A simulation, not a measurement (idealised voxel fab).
This is a process module. Its name is voxel tone inversion.
Section shown: cut. Width: 140 nm. Cell size: 5 nm, square.
A cross-section in this document is a grid of square cells, and it is written down as bands, the top band listed before the ones below it; a band is made up of one or more rows of cells. Band: top and bottom heights (nm) first, top before bottom; then materials from left to right, widths in nm. "full width" marks a sole material filling the band edge to edge. "blank" denotes empty space. Heights are expressed relative to 0, this being the level below which the as-received wafer comprises one material exclusively. The lowest band is unbounded in the downward direction and is denoted as in "top 0, no bottom". Note: "30 to 40" means the width goes from the first number (top row of the band) to the second number (bottom row) in equal steps per row of cells. What does "nothing got changed" mean for a step? It means no cell of the cross-section changed in that step. For the entry "Sealed void listing", the listed items are empty spaces with no open way to the top whose size is 8 cells or more; each item follows the pattern width x height at distance, where distance is from the left edge and all three are in nm. Read whatever lies past the settings on a step's line as the simulator's own remark about the step. overlay nm: on a step with a mask, how far right of its planned place the mask lay; negative means left.

-- The process steps that were planned are listed below
1. RECEIVE, material Si
2. CONFORMAL_DEP, material SiCN, thk nm 10
3. DIRECTIONAL_DEP, material polySi, thk nm 15
4. PATTERN, tone cover, mask id POSTS, material resist, width nm 20, pitch nm 50, thk nm 25, overlay nm 0
5. DIRECTIONAL_ETCH, etch materials polySi, depth nm 15
6. STRIP, etch materials resist
7. FILL_DEP, material SiO2, thk nm 5
8. CMP, height nm 25
9. STRIP, etch materials polySi

-- Incoming wafer in cross-section (state: after step 1)
> top 0, no bottom  Si full width
> Sealed void listing: none

-- Final cross-section, module run with one mistake (start and plan as above)
> top 25, bottom 10  SiO2 (25); blank (20); SiO2 (30); blank (20); SiO2 (45)
> top 10, bottom 0  SiCN full width
> top 0, no bottom  Si full width
> Sealed void listing: none
It is concluded that the wafer was processed incorrectly with respect to the plan, in that step 4 was processed under conditions differing from the plan, specifically as PATTERN, tone cover, mask id POSTS, material resist, width nm 20, pitch nm 50, thk nm 25, overlay nm -10
